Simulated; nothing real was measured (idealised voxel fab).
The process module that follows is named voxel tone inversion.
We display cut, a cross-section 220 nm in width whose square cells are each 5 nm.
The cross-sections in this document take the form of a grid made of square cells. They are written out as bands, in order from top to bottom. Each band consists of one or more rows of cells.
Band: top and bottom heights (nm) first, top before bottom; then materials from left to right, widths in nm. "full width" marks a sole material filling the band edge to edge. "empty" denotes empty space.
Height reference: 0 = level under which incoming wafer is all one material. Lowest band: no bottom, runs on downward, e.g. "0 down".
When a width is written as two numbers, as in "30->40", the first number is the width in the top row of cells of the band and the second is the width in its bottom row, and the width changes by the same amount from each row to the next.
"remained unchanged" for a step: no cell of the cross-section changed in that step.
Each empty space that has no open way to the top and spans at least 8 cells appears under "Closed void inventory" as width x height at distance, the distance counted from the left edge, all in nm.
Note: text after step settings on the step line = simulator remark on that step.
If you see "overlay nm" on a step's line and that step has a mask, it's telling you how far right of where it was planned the mask ended up; a negative number means it went left instead.

**These are the steps we planned for the process**
1: RECEIVE | material Si
2: CONFORMAL_DEP | material SiN | thk nm 5
3: DIRECTIONAL_DEP | material polySi | thk nm 15
4: PATTERN | tone cover | mask id POSTS | material resist | width nm 20 | pitch nm 40 | thk nm 25 | overlay nm 0
5: DIRECTIONAL_ETCH | etch materials polySi | depth nm 15
6: STRIP | etch materials resist
7: FILL_DEP | material lowk | thk nm 10
8: CMP | height nm 20
9: STRIP | etch materials polySi

**Wafer at receipt (post step 1), cross-section**
* 0 down  Si full width
* Closed void inventory: none

**This is how the wafer looks in cross-section once the module is done, given the starting state and plan above and one mistake in carrying the plan out**
* 20 to 15  lowk full width
* 15 to 0  lowk=60  polySi=20  lowk=20  polySi=20  lowk=20  polySi=20  lowk=60
* 0 down  Si full width
* Closed void inventory: none
Run error: step 2 of the plan was jumped over and never run
